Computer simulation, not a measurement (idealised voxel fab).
process module | voxel released beams
cross-section cut | 270 nm wide | cells 5 nm
A cross-section is a grid of square cells, given in bands from the top down. A band is one or more rows of cells.
Each band's line starts with the height of the band's top and of its bottom, in nm. Then come its materials from left to right, each with its width in nm. One material with "throughout" fills the band from edge to edge. "air" is empty space.
Height 0 is the level under which the wafer as received is all one material. The lowest band goes on downwards, as in "0 down".
A width such as "30 to 40" changes by the same amount from each row of cells to the next, from the band's top row to its bottom row.
"no change" after a step means that no cell of the cross-section changed.
closed voids: empty space of 8 cells or more with no open way to the top, each as width x height at its distance from the left edge, in nm
after a step's settings: what the simulator itself notes on the step
overlay nm, on a step with a mask: how far to the right of its planned place the mask lay; to the left if negative
plan
1 op RECEIVE | material Si
2 op CONFORMAL_DEP | material Al2O3 | thk nm 10
3 op DIRECTIONAL_DEP | material SiO2 | thk nm 15
4 op PATTERN | tone open | mask id ANCHOR | material resist | width nm 40 | thk nm 15 | overlay nm 0
5 op DIRECTIONAL_ETCH | etch materials SiO2 | depth nm 15
6 op STRIP | etch materials resist
7 op CONFORMAL_DEP | material polySi | thk nm 15
8 op PATTERN | tone cover | mask id BEAM | material resist | width nm 115 | thk nm 20 | overlay nm 0
9 op DIRECTIONAL_ETCH | etch materials polySi | depth nm 15
10 op STRIP | etch materials resist
11 op STRIP | etch materials SiO2
varied across the wafers: width nm of step 8. The plan shows the first wafer's value. All wafers start alike
first wafer as received, after step 1
  0 down: Si throughout
  closed voids: none
first wafer at the end, after step 11
  40 to 25: air 75 | polySi 15 | air 10 | polySi 90 | air 80
  25 to 10: air 75 | polySi 40 | air 155
  10 to 0: Al2O3 throughout
  0 down: Si throughout
  closed voids: none
last wafer at the end
  40 to 25: air 65 | polySi 25 | air 10 | polySi 105 | air 65
  25 to 10: air 75 | polySi 40 | air 155
  10 to 0: Al2O3 throughout
  0 down: Si throughout
  closed voids: none
each wafer at the end: cells of each material gained (+) or lost (-) since it was received, then its closed voids
width nm 115 | +108 Al2O3 | +87 polySi | closed voids: none
width nm 120 | +108 Al2O3 | +90 polySi | closed voids: none
width nm 125 | +108 Al2O3 | +93 polySi | closed voids: none
width nm 130 | +108 Al2O3 | +96 polySi | closed voids: none
width nm 135 | +108 Al2O3 | +99 polySi | closed voids: none
width nm 140 | +108 Al2O3 | +102 polySi | closed voids: none
